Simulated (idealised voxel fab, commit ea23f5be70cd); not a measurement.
A process module follows: voxel capacitor over wiring.
The cross-section shown here is cut; it is 200 nm wide and divided into square cells measuring 5 nm on a side.
Just so we're on the same page, the cross-sections are grids of square cells, and they're listed out in bands top to bottom, each band one or more rows deep. In this notation a band is specified by the heights of its top and bottom, in that order and in nm, after which its materials appear from left to right, each paired with its width in nm. The word "full width" attached to a single material means that material fills the band from edge to edge; the word "empty" stands for empty space. It should be noted that heights are counted from 0, beneath which the wafer as supplied is of one material throughout, and that the lowest band possesses no lower boundary but continues downward, as written in "0 nm and below". It should be noted that a width expressed as "30 to 40" varies in equal increments from row to row of cells within the band, taking the value of the first number at the top row and that of the second number at the bottom row. Any step labelled "nothing different" changed none of the cells in the cross-section. Look at "Enclosed internal cavities" for the closed voids: empty spaces with no open path to the top, sized 8 cells or up. Each is width x height at distance, distance from the left edge, all nm. Formally, on a step line, whatever follows the settings is a remark that the simulator itself makes on the step. overlay nm: where the mask lay relative to plan, measured to the right, on steps with a mask; negatives go left.

Planned step list for the process:
1) RECEIVE [material Si]
2) CONFORMAL_DEP [material SiO2] [thk nm 15]
3) CONFORMAL_DEP [material SiCN] [thk nm 5]
4) DIRECTIONAL_DEP [material lowk] [thk nm 20]
5) PATTERN [tone open] [mask id METAL_1] [material resist] [width nm 30] [pitch nm 80] [thk nm 20] [overlay nm 0]
6) DIRECTIONAL_ETCH [etch materials lowk] [depth nm 20]
7) DIRECTIONAL_ETCH [etch materials SiCN] [depth nm 5]
8) STRIP [etch materials resist]
9) CONFORMAL_DEP [material TiN] [thk nm 5]
10) FILL_DEP [material Cu] [thk nm 5]
11) CMP [height nm 40]
12) CONFORMAL_DEP [material SiCN] [thk nm 5]
13) DIRECTIONAL_DEP [material lowk] [thk nm 10]
14) MASKED_ETCH [tone open] [mask id PLUG_1] [width nm 15] [etch materials lowk] [depth nm 10] [overlay nm 0]
15) MASKED_ETCH [tone open] [mask id PLUG_1] [width nm 15] [etch materials SiCN] [depth nm 5] [overlay nm 0]
16) EPI [material Ru] [thk nm 10]
17) EPI [material Ru] [thk nm 5]
18) DIRECTIONAL_DEP [material TiN] [thk nm 10]
19) DIRECTIONAL_DEP [material Al2O3] [thk nm 5]
20) DIRECTIONAL_DEP [material TiN] [thk nm 5]
21) PATTERN [tone cover] [mask id UPPER_PLATE] [material resist] [width nm 55] [thk nm 15] [overlay nm 0]
22) DIRECTIONAL_ETCH [etch materials TiN] [depth nm 5]
23) DIRECTIONAL_ETCH [etch materials Al2O3] [depth nm 5]
24) STRIP [etch materials resist]
25) MASKED_ETCH [tone cover] [mask id LOWER_PLATE] [width nm 65] [etch materials TiN] [depth nm 10] [overlay nm 0]
26) FILL_DEP [material SiO2] [thk nm 15]
27) CMP [height nm 85]
28) PATTERN [tone open] [mask id PLUG_2] [material resist] [width nm 15] [thk nm 15] [overlay nm 0]
29) DIRECTIONAL_ETCH [etch materials SiO2] [depth nm 10]
30) STRIP [etch materials resist]
31) CONFORMAL_DEP [material TiN] [thk nm 5]
32) FILL_DEP [material W] [thk nm 10]
33) CMP [height nm 85]
34) CONFORMAL_DEP [material SiN] [thk nm 5]

First wafer of two (run as planned):

Cross-section of the wafer as it came to us, i.e., already through step 1:
* 0 nm and below  Si full width
* Enclosed internal cavities: none

After step 2, in cross-section:
* 15 nm to 0 nm  SiO2 full width
* Under the height 0 nothing was changed.

After step 3, in cross-section:
* 20 nm to 15 nm  SiCN full width
* Under the height 15 nothing was changed.

After step 4, in cross-section:
* 40 nm to 20 nm  lowk full width
* Under the height 20 nothing was changed.

After step 5, in cross-section:
* 60 nm to 40 nm  45 nm resist  30 nm empty  50 nm resist  30 nm empty  45 nm resist
* Under the height 40 nothing was changed.

After step 6, in cross-section:
* 60 nm to 40 nm  45 nm resist  30 nm empty  50 nm resist  30 nm empty  45 nm resist
* 40 nm to 20 nm  45 nm lowk  30 nm empty  50 nm lowk  30 nm empty  45 nm lowk
* Under the height 20 nothing was changed.

After step 7, in cross-section:
* 60 nm to 40 nm  45 nm resist  30 nm empty  50 nm resist  30 nm empty  45 nm resist
* 40 nm to 20 nm  45 nm lowk  30 nm empty  50 nm lowk  30 nm empty  45 nm lowk
* 20 nm to 15 nm  45 nm SiCN  30 nm empty  50 nm SiCN  30 nm empty  45 nm SiCN
* Under the height 15 nothing was changed.

After step 8, in cross-section:
* 40 nm to 20 nm  45 nm lowk  30 nm empty  50 nm lowk  30 nm empty  45 nm lowk
* Under the height 20 nothing was changed.

After step 9, in cross-section:
* 45 nm to 40 nm  50 nm TiN  20 nm empty  60 nm TiN  20 nm empty  50 nm TiN
* 40 nm to 20 nm  45 nm lowk  5 nm TiN  20 nm empty  5 nm TiN  50 nm lowk  5 nm TiN  20 nm empty  5 nm TiN  45 nm lowk
* 20 nm to 15 nm  45 nm SiCN  30 nm TiN  50 nm SiCN  30 nm TiN  45 nm SiCN
* Under the height 15 nothing was changed.

After step 10, in cross-section:
* 50 nm to 45 nm  Cu full width
* 45 nm to 40 nm  50 nm TiN  20 nm Cu  60 nm TiN  20 nm Cu  50 nm TiN
* 40 nm to 20 nm  45 nm lowk  5 nm TiN  20 nm Cu  5 nm TiN  50 nm lowk  5 nm TiN  20 nm Cu  5 nm TiN  45 nm lowk
* Under the height 20 nothing was changed.

After step 11, in cross-section:
* 40 nm to 20 nm  45 nm lowk  5 nm TiN  20 nm Cu  5 nm TiN  50 nm lowk  5 nm TiN  20 nm Cu  5 nm TiN  45 nm lowk
* Under the height 20 nothing was changed.

After step 12, in cross-section:
* 45 nm to 40 nm  SiCN full width
* Under the height 40 nothing was changed.

After step 13, in cross-section:
* 55 nm to 45 nm  lowk full width
* Under the height 45 nothing was changed.

After step 14, in cross-section:
* 55 nm to 45 nm  60 nm lowk  15 nm empty  125 nm lowk
* Under the height 45 nothing was changed.

After step 15, in cross-section:
* 55 nm to 45 nm  60 nm lowk  15 nm empty  125 nm lowk
* 45 nm to 40 nm  60 nm SiCN  15 nm empty  125 nm SiCN
* Under the height 40 nothing was changed.

After step 16, in cross-section:
* 55 nm to 50 nm  60 nm lowk  15 nm empty  125 nm lowk
* 50 nm to 45 nm  60 nm lowk  15 nm Ru  125 nm lowk
* 45 nm to 40 nm  60 nm SiCN  15 nm Ru  125 nm SiCN
* Under the height 40 nothing was changed.

After step 17, in cross-section:
* 55 nm to 45 nm  60 nm lowk  15 nm Ru  125 nm lowk
* Under the height 45 nothing was changed.

After step 18, in cross-section:
* 65 nm to 55 nm  TiN full width
* Under the height 55 nothing was changed.

After step 19, in cross-section:
* 70 nm to 65 nm  Al2O3 full width
* Under the height 65 nothing was changed.

After step 20, in cross-section:
* 75 nm to 70 nm  TiN full width
* Under the height 70 nothing was changed.

After step 21, in cross-section:
* 90 nm to 75 nm  60 nm empty  55 nm resist  85 nm empty
* Under the height 75 nothing was changed.

After step 22, in cross-section:
* 90 nm to 75 nm  60 nm empty  55 nm resist  85 nm empty
* 75 nm to 70 nm  60 nm empty  55 nm TiN  85 nm empty
* Under the height 70 nothing was changed.

After step 23, in cross-section:
* 90 nm to 75 nm  60 nm empty  55 nm resist  85 nm empty
* 75 nm to 70 nm  60 nm empty  55 nm TiN  85 nm empty
* 70 nm to 65 nm  60 nm empty  55 nm Al2O3  85 nm empty
* Under the height 65 nothing was changed.

After step 24, in cross-section:
* 75 nm to 70 nm  60 nm empty  55 nm TiN  85 nm empty
* Under the height 70 nothing was changed.

After step 25, in cross-section:
* 75 nm to 70 nm  60 nm empty  55 nm TiN  85 nm empty
* 70 nm to 65 nm  60 nm empty  55 nm Al2O3  85 nm empty
* 65 nm to 55 nm  55 nm empty  65 nm TiN  80 nm empty
* Under the height 55 nothing was changed.

After step 26, in cross-section:
* 90 nm to 75 nm  SiO2 full width
* 75 nm to 70 nm  60 nm SiO2  55 nm TiN  85 nm SiO2
* 70 nm to 65 nm  60 nm SiO2  55 nm Al2O3  85 nm SiO2
* 65 nm to 55 nm  55 nm SiO2  65 nm TiN  80 nm SiO2
* Under the height 55 nothing was changed.

After step 27, in cross-section:
* 85 nm to 75 nm  SiO2 full width
* Under the height 75 nothing was changed.

After step 28, in cross-section:
* 100 nm to 85 nm  70 nm resist  15 nm empty  115 nm resist
* Under the height 85 nothing was changed.

After step 29, in cross-section:
* 100 nm to 85 nm  70 nm resist  15 nm empty  115 nm resist
* 85 nm to 75 nm  70 nm SiO2  15 nm empty  115 nm SiO2
* Under the height 75 nothing was changed.

After step 30, in cross-section:
* 85 nm to 75 nm  70 nm SiO2  15 nm empty  115 nm SiO2
* Under the height 75 nothing was changed.

After step 31, in cross-section:
* 90 nm to 85 nm  75 nm TiN  5 nm empty  120 nm TiN
* 85 nm to 80 nm  70 nm SiO2  5 nm TiN  5 nm empty  5 nm TiN  115 nm SiO2
* 80 nm to 70 nm  70 to 60 nm SiO2  15 to 55 nm TiN  115 to 85 nm SiO2
* Under the height 70 nothing was changed.

After step 32, in cross-section:
* 100 nm to 90 nm  W full width
* 90 nm to 85 nm  75 nm TiN  5 nm W  120 nm TiN
* 85 nm to 80 nm  70 nm SiO2  5 nm TiN  5 nm W  5 nm TiN  115 nm SiO2
* Under the height 80 nothing was changed.

After step 33, in cross-section:
* 85 nm to 80 nm  70 nm SiO2  5 nm TiN  5 nm W  5 nm TiN  115 nm SiO2
* Under the height 80 nothing was changed.

After step 34, in cross-section:
* 90 nm to 85 nm  SiN full width
* Under the height 85 nothing was changed.

Second wafer: same start and same plan as the first, one execution error; identical to the first through step 20:

Cross-sectional representation of the second wafer at the time designated in the plan for the completion of step 21:
* 90 nm to 75 nm  60 nm resist  55 nm empty  85 nm resist
* Under the height 75 nothing was changed.

Cross-sectional representation of the second wafer at the time designated in the plan for the completion of step 22:
* 90 nm to 75 nm  60 nm resist  55 nm empty  85 nm resist
* 75 nm to 70 nm  60 nm TiN  55 nm empty  85 nm TiN
* Under the height 70 nothing was changed.

Cross-sectional representation of the second wafer at the time designated in the plan for the completion of step 23:
* 90 nm to 75 nm  60 nm resist  55 nm empty  85 nm resist
* 75 nm to 70 nm  60 nm TiN  55 nm empty  85 nm TiN
* 70 nm to 65 nm  60 nm Al2O3  55 nm empty  85 nm Al2O3
* Under the height 65 nothing was changed.

Cross-sectional representation of the second wafer at the time designated in the plan for the completion of step 24:
* 75 nm to 70 nm  60 nm TiN  55 nm empty  85 nm TiN
* Under the height 70 nothing was changed.

Cross-sectional representation of the second wafer at the time designated in the plan for the completion of step 25:
* 75 nm to 70 nm  55 nm empty  5 nm TiN  55 nm empty  5 nm TiN  80 nm empty
* Under the height 70 nothing was changed.

Cross-sectional representation of the second wafer at the time designated in the plan for the completion of step 26:
* 90 nm to 75 nm  SiO2 full width
* 75 nm to 70 nm  55 nm SiO2  5 nm TiN  55 nm SiO2  5 nm TiN  80 nm SiO2
* 70 nm to 65 nm  60 nm Al2O3  55 nm SiO2  85 nm Al2O3
* Under the height 65 nothing was changed.

Cross-sectional representation of the second wafer at the time designated in the plan for the completion of step 27:
* 85 nm to 75 nm  SiO2 full width
* Under the height 75 nothing was changed.

Cross-sectional representation of the second wafer at the time designated in the plan for the completion of step 28:
* 100 nm to 85 nm  70 nm resist  15 nm empty  115 nm resist
* Under the height 85 nothing was changed.

Cross-sectional representation of the second wafer at the time designated in the plan for the completion of step 29:
* 100 nm to 85 nm  70 nm resist  15 nm empty  115 nm resist
* 85 nm to 75 nm  70 nm SiO2  15 nm empty  115 nm SiO2
* Under the height 75 nothing was changed.

Cross-sectional representation of the second wafer at the time designated in the plan for the completion of step 30:
* 85 nm to 75 nm  70 nm SiO2  15 nm empty  115 nm SiO2
* Under the height 75 nothing was changed.

Cross-sectional representation of the second wafer at the time designated in the plan for the completion of step 31:
* 90 nm to 85 nm  75 nm TiN  5 nm empty  120 nm TiN
* 85 nm to 80 nm  70 nm SiO2  5 nm TiN  5 nm empty  5 nm TiN  115 nm SiO2
* 80 nm to 75 nm  70 nm SiO2  15 nm TiN  115 nm SiO2
* Under the height 75 nothing was changed.

Cross-sectional representation of the second wafer at the time designated in the plan for the completion of step 32:
* 100 nm to 90 nm  W full width
* 90 nm to 85 nm  75 nm TiN  5 nm W  120 nm TiN
* 85 nm to 80 nm  70 nm SiO2  5 nm TiN  5 nm W  5 nm TiN  115 nm SiO2
* Under the height 80 nothing was changed.

Cross-sectional representation of the second wafer at the time designated in the plan for the completion of step 33:
* 85 nm to 80 nm  70 nm SiO2  5 nm TiN  5 nm W  5 nm TiN  115 nm SiO2
* Under the height 80 nothing was changed.

Cross-sectional representation of the second wafer at the time designated in the plan for the completion of step 34:
* 90 nm to 85 nm  SiN full width
* Under the height 85 nothing was changed.
Deviation noted in wafer processing: step 21 ran as: PATTERN [tone open] [mask id UPPER_PLATE] [material resist] [width nm 55] [thk nm 15] [overlay nm 0]
Bottom line after processing is that, in cells, the second wafer is up or down on some materials versus the first: 18 more of Al2O3, 63 fewer of SiO2, 45 more of TiN
